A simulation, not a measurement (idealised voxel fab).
Module name: voxel spacer lines (process module)
The figure presents cross-section cut, which has a width of 220 nm and is divided into square cells with an edge length of 5 nm.
A cross-section is a grid of square cells, given in bands from the top down. A band is one or more rows of cells.
In this notation a band is specified by the heights of its top and bottom, in that order and in nm, after which its materials appear from left to right, each paired with its width in nm. The word "throughout" attached to a single material means that material fills the band from edge to edge; the word "blank" stands for empty space.
The level at which height equals 0 is the one under which the wafer, as it arrives, is entirely one material. No lower edge exists for the bottom band, which continues downward and is notated as in "0 -> down".
Width spec "30 to 40" -> top row of cells at first value, bottom row at second value, equal per-row change in between.
Take "same as before" at face value: in the step it is given for, the cross-section changed in none of its cells.
In "Enclosed cavities" the enclosed voids are listed, meaning empty spaces of 8 cells or larger without any opening to the top. The form is width x height at distance, distance from the left edge, units nm.
On each step's line, the part that comes after the settings is the simulator's own comment on the step.
A step's line can hold "overlay nm"; with a mask on that step, the setting says how far right of the planned place the mask lay, while a negative setting says it lay to the left.

-- These are the steps we planned for the process
1: RECEIVE: material Si
2: CONFORMAL_DEP: material Al2O3, thk nm 5
3: DIRECTIONAL_DEP: material TiN, thk nm 15
4: DIRECTIONAL_DEP: material aC, thk nm 25
5: PATTERN: tone cover, mask id MANDREL, material resist, width nm 20, pitch nm 70, thk nm 35, overlay nm 0
6: DIRECTIONAL_ETCH: etch materials aC, depth nm 25
7: STRIP: etch materials resist
8: CONFORMAL_DEP: material SiO2, thk nm 15
9: DIRECTIONAL_ETCH: etch materials SiO2, depth nm 5
10: STRIP: etch materials aC
11: DIRECTIONAL_ETCH: etch materials TiN, depth nm 15
12: STRIP: etch materials SiO2
13: FILL_DEP: material lowk, thk nm 10
14: CMP: height nm 20
varied across the wafers: depth nm of step 9. The plan shows the first wafer's value. All wafers start alike

-- As received, i.e. after step 1: cross-section through the first of several wafers
  0 -> down: Si throughout
  Enclosed cavities: none

-- Where each wafer stands at the end of the module, a row apiece: cells of each material gained (+) or lost (-) since it was received, then closed voids
depth nm 5; +44 Al2O3; +132 TiN; Enclosed cavities: none
depth nm 10; +44 Al2O3; +132 TiN; Enclosed cavities: none
depth nm 15; +44 Al2O3; +54 TiN; +78 lowk; Enclosed cavities: none
depth nm 20; +44 Al2O3; +54 TiN; +78 lowk; Enclosed cavities: none
depth nm 25; +44 Al2O3; +54 TiN; +78 lowk; Enclosed cavities: none
depth nm 30; +44 Al2O3; +54 TiN; +78 lowk; Enclosed cavities: none
